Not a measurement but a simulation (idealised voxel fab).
process module | voxel ribs on slabs
cross-section cut | 250 nm wide | cells 5 nm
A cross-section is a grid of square cells, given in bands from the top down. A band is one or more rows of cells.
Each band's line starts with the height of the band's top and of its bottom, in nm. Then come its materials from left to right, each with its width in nm. One material with "throughout" fills the band from edge to edge. "air" is empty space.
Height 0 is the level under which the wafer as received is all one material. The lowest band goes on downwards, as in "0 down".
A width such as "30 to 40" changes by the same amount from each row of cells to the next, from the band's top row to its bottom row.
"no change" after a step means that no cell of the cross-section changed.
closed voids: empty space of 8 cells or more with no open way to the top, each as width x height at its distance from the left edge, in nm
after a step's settings: what the simulator itself notes on the step
overlay nm, on a step with a mask: how far to the right of its planned place the mask lay; to the left if negative
plan
1 op RECEIVE | material Si
2 op DIRECTIONAL_DEP | material SiO2 | thk nm 30
3 op DIRECTIONAL_DEP | material SiN | thk nm 15
4 op PATTERN | tone cover | mask id RIB | material resist | width nm 25 | thk nm 15 | overlay nm 0
5 op DIRECTIONAL_ETCH | etch materials SiN | depth nm 5
6 op STRIP | etch materials resist
7 op MASKED_ETCH | tone cover | mask id SLAB | width nm 55 | etch materials SiN | depth nm 10 | overlay nm 0
8 op FILL_DEP | material SiO2 | thk nm 20
9 op CMP | height nm 60
10 op DIRECTIONAL_DEP | material W | thk nm 5
11 op MASKED_ETCH | tone cover | mask id HEATER | width nm 35 | etch materials W | depth nm 5 | overlay nm 0
12 op CONFORMAL_DEP | material SiN | thk nm 10
as received, after step 1
  0 down: Si throughout
  closed voids: none
first wafer at the end, as planned
  75 to 70: air 95 | SiN 55 | air 100
  70 to 65: SiN throughout
  65 to 60: SiN 105 | W 35 | SiN 110
  60 to 45: SiO2 throughout
  45 to 40: SiO2 110 | SiN 25 | SiO2 115
  40 to 30: SiO2 95 | SiN 55 | SiO2 100
  30 to 0: SiO2 throughout
  0 down: Si throughout
  closed voids: none
second wafer at the end: like start, like plan, one mistake
  65 to 60: air 105 | W 35 | air 110
  60 to 45: SiO2 throughout
  45 to 40: SiO2 110 | SiN 25 | SiO2 115
  40 to 30: SiO2 95 | SiN 55 | SiO2 100
  30 to 0: SiO2 throughout
  0 down: Si throughout
  closed voids: none
what went wrong: step 12 was left out
at the end the second wafer has, in cells: 104 fewer of SiN
